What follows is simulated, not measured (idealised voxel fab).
process module | voxel double patterning
cross-section cut | 215 nm wide | cells 5 nm
A cross-section is a grid of square cells, given in bands from the top down. A band is one or more rows of cells.
Each band's line starts with the height of the band's top and of its bottom, in nm. Then come its materials from left to right, each with its width in nm. One material with "throughout" fills the band from edge to edge. "air" is empty space.
Height 0 is the level under which the wafer as received is all one material. The lowest band goes on downwards, as in "0 down".
A width such as "30 to 40" changes by the same amount from each row of cells to the next, from the band's top row to its bottom row.
"no change" after a step means that no cell of the cross-section changed.
closed voids: empty space of 8 cells or more with no open way to the top, each as width x height at its distance from the left edge, in nm
after a step's settings: what the simulator itself notes on the step
overlay nm, on a step with a mask: how far to the right of its planned place the mask lay; to the left if negative
plan
1 op RECEIVE | material Si
2 op CONFORMAL_DEP | material SiO2 | thk nm 10
3 op DIRECTIONAL_DEP | material polySi | thk nm 10
4 op DIRECTIONAL_DEP | material SiN | thk nm 5
5 op DIRECTIONAL_DEP | material aC | thk nm 15
6 op PATTERN | tone open | mask id FIRST | material resist | width nm 15 | pitch nm 50 | thk nm 30 | overlay nm 0
7 op DIRECTIONAL_ETCH | etch materials aC | depth nm 15
8 op STRIP | etch materials resist
9 op DIRECTIONAL_ETCH | etch materials SiN | depth nm 5
10 op STRIP | etch materials aC
11 op MASKED_ETCH | tone open | mask id SECOND | width nm 15 | etch materials SiN | depth nm 5 | overlay nm 0
12 op DIRECTIONAL_ETCH | etch materials polySi | depth nm 10
13 op STRIP | etch materials SiN
first wafer, as planned
as received, after step 1
  0 down: Si throughout
  closed voids: none
after step 2
  10 to 0: SiO2 throughout
  below 0: unchanged
after step 3
  20 to 10: polySi throughout
  below 10: unchanged
after step 4
  25 to 20: SiN throughout
  below 20: unchanged
after step 5
  40 to 25: aC throughout
  below 25: unchanged
after step 6
  70 to 40: resist 75 | air 15 | resist 35 | air 15 | resist 75
  below 40: unchanged
after step 7
  55 to 40: resist 75 | air 15 | resist 35 | air 15 | resist 75
  40 to 25: aC 75 | air 15 | aC 35 | air 15 | aC 75
  below 25: unchanged
after step 8
  40 to 25: aC 75 | air 15 | aC 35 | air 15 | aC 75
  below 25: unchanged
after step 9
  40 to 25: aC 75 | air 15 | aC 35 | air 15 | aC 75
  25 to 20: SiN 75 | air 15 | SiN 35 | air 15 | SiN 75
  below 20: unchanged
after step 10
  25 to 20: SiN 75 | air 15 | SiN 35 | air 15 | SiN 75
  below 20: unchanged
after step 11
  25 to 20: SiN 75 | air 15 | SiN 10 | air 15 | SiN 10 | air 15 | SiN 75
  below 20: unchanged
after step 12
  25 to 20: SiN 75 | air 15 | SiN 10 | air 15 | SiN 10 | air 15 | SiN 75
  20 to 10: polySi 75 | air 15 | polySi 10 | air 15 | polySi 10 | air 15 | polySi 75
  below 10: unchanged
after step 13
  20 to 10: polySi 75 | air 15 | polySi 10 | air 15 | polySi 10 | air 15 | polySi 75
  below 10: unchanged
second wafer: like start, like plan, one mistake. Through step 9 it matches the first wafer
when step 10 should have ended
  25 to 20: SiN 75 | air 15 | SiN 35 | air 15 | SiN 75
  below 20: unchanged
when step 11 should have ended
  25 to 20: SiN 75 | air 15 | SiN 10 | air 15 | SiN 10 | air 15 | SiN 75
  below 20: unchanged
when step 12 should have ended
  25 to 20: SiN 75 | air 15 | SiN 10 | air 15 | SiN 10 | air 15 | SiN 75
  20 to 10: polySi 75 | air 15 | polySi 10 | air 15 | polySi 10 | air 15 | polySi 75
  below 10: unchanged
when step 13 should have ended
  20 to 10: polySi 75 | air 15 | polySi 10 | air 15 | polySi 10 | air 15 | polySi 75
  below 10: unchanged
what went wrong: step 10 was run twice
at the end the two cross-sections are the same: no effect in what this model computes
